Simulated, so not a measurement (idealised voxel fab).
process module | voxel transistor to metal
cross-section cut | 265 nm wide | cells 5 nm
A cross-section is a grid of square cells, given in bands from the top down. A band is one or more rows of cells.
Each band's line starts with the height of the band's top and of its bottom, in nm. Then come its materials from left to right, each with its width in nm. One material with "throughout" fills the band from edge to edge. "air" is empty space.
Height 0 is the level under which the wafer as received is all one material. The lowest band goes on downwards, as in "0 down".
A width such as "30 to 40" changes by the same amount from each row of cells to the next, from the band's top row to its bottom row.
"no change" after a step means that no cell of the cross-section changed.
closed voids: empty space of 8 cells or more with no open way to the top, each as width x height at its distance from the left edge, in nm
after a step's settings: what the simulator itself notes on the step
overlay nm, on a step with a mask: how far to the right of its planned place the mask lay; to the left if negative
plan
1 op RECEIVE | material Si
2 op CONFORMAL_DEP | material SiO2 | thk nm 5
3 op CONFORMAL_DEP | material SiN | thk nm 10
4 op PATTERN | tone cover | mask id ACTIVE | material resist | width nm 105 | pitch nm 125 | thk nm 15 | overlay nm 0
5 op DIRECTIONAL_ETCH | etch materials SiN | depth nm 10
6 op DIRECTIONAL_ETCH | etch materials SiO2 | depth nm 5
7 op DIRECTIONAL_ETCH | etch materials Si | depth nm 35
8 op STRIP | etch materials resist
9 op OXIDIZE | depth nm 5
10 op FILL_DEP | material SiO2 | thk nm 15
11 op CMP | height nm 15
12 op SELECTIVE_ETCH | etch materials SiO2 | depth nm 5
13 op STRIP | etch materials SiN
14 op SELECTIVE_ETCH | etch materials SiO2 | depth nm 5
15 op OXIDIZE | depth nm 5
16 op DIRECTIONAL_DEP | material polySi | thk nm 20
17 op DIRECTIONAL_DEP | material SiCN | thk nm 15
18 op PATTERN | tone cover | mask id GATE | material resist | width nm 25 | pitch nm 125 | thk nm 20 | overlay nm 0
19 op DIRECTIONAL_ETCH | etch materials SiCN | depth nm 25
20 op DIRECTIONAL_ETCH | etch materials polySi | depth nm 30
21 op STRIP | etch materials resist
22 op CONFORMAL_DEP | material SiO2 | thk nm 5
23 op DIRECTIONAL_ETCH | etch materials SiO2 | depth nm 5
24 op CONFORMAL_DEP | material SiN | thk nm 5
25 op DIRECTIONAL_ETCH | etch materials SiN | depth nm 5
26 op DIRECTIONAL_ETCH | etch materials SiO2 | depth nm 5
27 op DIRECTIONAL_ETCH | etch materials Si | depth nm 15
28 op EPI | material pSi | thk nm 20
29 op FILL_DEP | material SiO2 | thk nm 5
30 op CMP | height nm 35
31 op DIRECTIONAL_DEP | material SiO2 | thk nm 15
32 op MASKED_ETCH | tone open | mask id CONTACT | width nm 30 | etch materials SiO2 | depth nm 50 | overlay nm 0
33 op CONFORMAL_DEP | material TiN | thk nm 5
34 op FILL_DEP | material W | thk nm 5
35 op CMP | height nm 50
36 op CONFORMAL_DEP | material SiCN | thk nm 5
37 op DIRECTIONAL_DEP | material lowk | thk nm 20
38 op MASKED_ETCH | tone open | mask id METAL_1 | width nm 20 | etch materials lowk | depth nm 20 | overlay nm 0
39 op MASKED_ETCH | tone open | mask id METAL_1 | width nm 20 | etch materials SiCN | depth nm 5 | overlay nm 0
40 op CONFORMAL_DEP | material TiN | thk nm 5
41 op FILL_DEP | material Cu | thk nm 5
42 op CMP | height nm 75
43 op CONFORMAL_DEP | material SiCN | thk nm 5
44 op DIRECTIONAL_DEP | material lowk | thk nm 35
45 op PATTERN | tone open | mask id METAL_2_HOLES | material resist | width nm 15 | pitch nm 125 | thk nm 15 | overlay nm 0
46 op DIRECTIONAL_ETCH | etch materials lowk | depth nm 35
47 op STRIP | etch materials resist
48 op DIRECTIONAL_DEP | material aC | thk nm 10
49 op PATTERN | tone open | mask id METAL_2 | material resist | width nm 20 | pitch nm 125 | thk nm 25 | overlay nm 0
50 op DIRECTIONAL_ETCH | etch materials aC | depth nm 10
51 op STRIP | etch materials resist
52 op DIRECTIONAL_ETCH | etch materials lowk | depth nm 20
53 op DIRECTIONAL_ETCH | etch materials SiCN | depth nm 5
54 op STRIP | etch materials aC
55 op CONFORMAL_DEP | material TiN | thk nm 5
56 op FILL_DEP | material Cu | thk nm 10
57 op CMP | height nm 115
58 op CONFORMAL_DEP | material SiN | thk nm 5
as received, after step 1
  0 down: Si throughout
  closed voids: none
a wafer at the end: this start, this plan, one mistake
  120 to 115: SiN throughout
  115 to 100: lowk 20 | TiN 5 | Cu 10 | TiN 5 | lowk 105 | TiN 5 | Cu 10 | TiN 5 | lowk 100
  100 to 95: lowk 20 | TiN 10 | Cu 5 | TiN 5 | lowk 105 | TiN 10 | Cu 5 | TiN 5 | lowk 100
  95 to 80: lowk 25 | TiN 5 | Cu 5 | TiN 5 | lowk 110 | TiN 5 | Cu 5 | TiN 5 | lowk 100
  80 to 75: SiCN 25 | TiN 15 | SiCN 110 | TiN 15 | SiCN 100
  75 to 55: lowk 20 | TiN 5 | Cu 10 | TiN 5 | lowk 55 | TiN 5 | Cu 10 | TiN 5 | lowk 30 | TiN 5 | Cu 10 | TiN 5 | lowk 55 | TiN 5 | Cu 10 | TiN 5 | lowk 25
  55 to 50: SiCN 20 | TiN 20 | SiCN 55 | TiN 20 | SiCN 30 | TiN 20 | SiCN 55 | TiN 20 | SiCN 25
  50 to 40: SiO2 20 | TiN 5 | W 20 | TiN 5 | SiO2 35 | TiN 5 | W 20 | TiN 5 | SiO2 30 | TiN 5 | W 20 | TiN 5 | SiO2 35 | TiN 5 | W 20 | TiN 5 | SiO2 25
  40 to 35: SiO2 20 | TiN 5 | W 15 | TiN 10 | SiO2 35 | TiN 10 | W 15 | TiN 5 | SiO2 30 | TiN 5 | W 15 | TiN 10 | SiO2 35 | TiN 10 | W 15 | TiN 5 | SiO2 25
  35 to 20: SiO2 20 | TiN 5 | W 15 | TiN 5 | SiN 5 | SiO2 5 | SiCN 25 | SiO2 5 | SiN 5 | TiN 5 | W 15 | TiN 5 | SiO2 30 | TiN 5 | W 15 | TiN 5 | SiN 5 | SiO2 5 | SiCN 25 | SiO2 5 | SiN 5 | TiN 5 | W 15 | TiN 5 | SiO2 25
  20 to 15: SiO2 20 | TiN 25 | SiN 5 | SiO2 5 | polySi 25 | SiO2 5 | SiN 5 | TiN 25 | SiO2 30 | TiN 25 | SiN 5 | SiO2 5 | polySi 25 | SiO2 5 | SiN 5 | TiN 25 | SiO2 25
  15 to 5: SiO2 20 | TiN 5 | pSi 20 | SiN 5 | SiO2 5 | polySi 25 | SiO2 5 | SiN 5 | pSi 20 | TiN 5 | SiO2 30 | TiN 5 | pSi 20 | SiN 5 | SiO2 5 | polySi 25 | SiO2 5 | SiN 5 | pSi 20 | TiN 5 | SiO2 25
  5 to 0: SiO2 15 | SiN 5 | TiN 5 | pSi 20 | SiN 5 | SiO2 5 | polySi 25 | SiO2 5 | SiN 5 | pSi 20 | TiN 5 | SiN 5 | SiO2 20 | SiN 5 | TiN 5 | pSi 20 | SiN 5 | SiO2 5 | polySi 25 | SiO2 5 | SiN 5 | pSi 20 | TiN 5 | SiN 5 | SiO2 20
  0 to -5: SiO2 20 | pSi 25 | SiO2 45 | pSi 25 | SiO2 30 | pSi 25 | SiO2 45 | pSi 25 | SiO2 25
  -5 to -20: SiO2 20 | pSi 25 | Si 45 | pSi 25 | SiO2 30 | pSi 25 | Si 45 | pSi 25 | SiO2 25
  -20 to -40: SiO2 20 | Si 95 | SiO2 30 | Si 95 | SiO2 25
  -40 down: Si throughout
  closed voids: none
what went wrong: step 45 ran as: op PATTERN | tone open | mask id METAL_2_HOLES | material resist | width nm 15 | pitch nm 125 | thk nm 15 | overlay nm 5
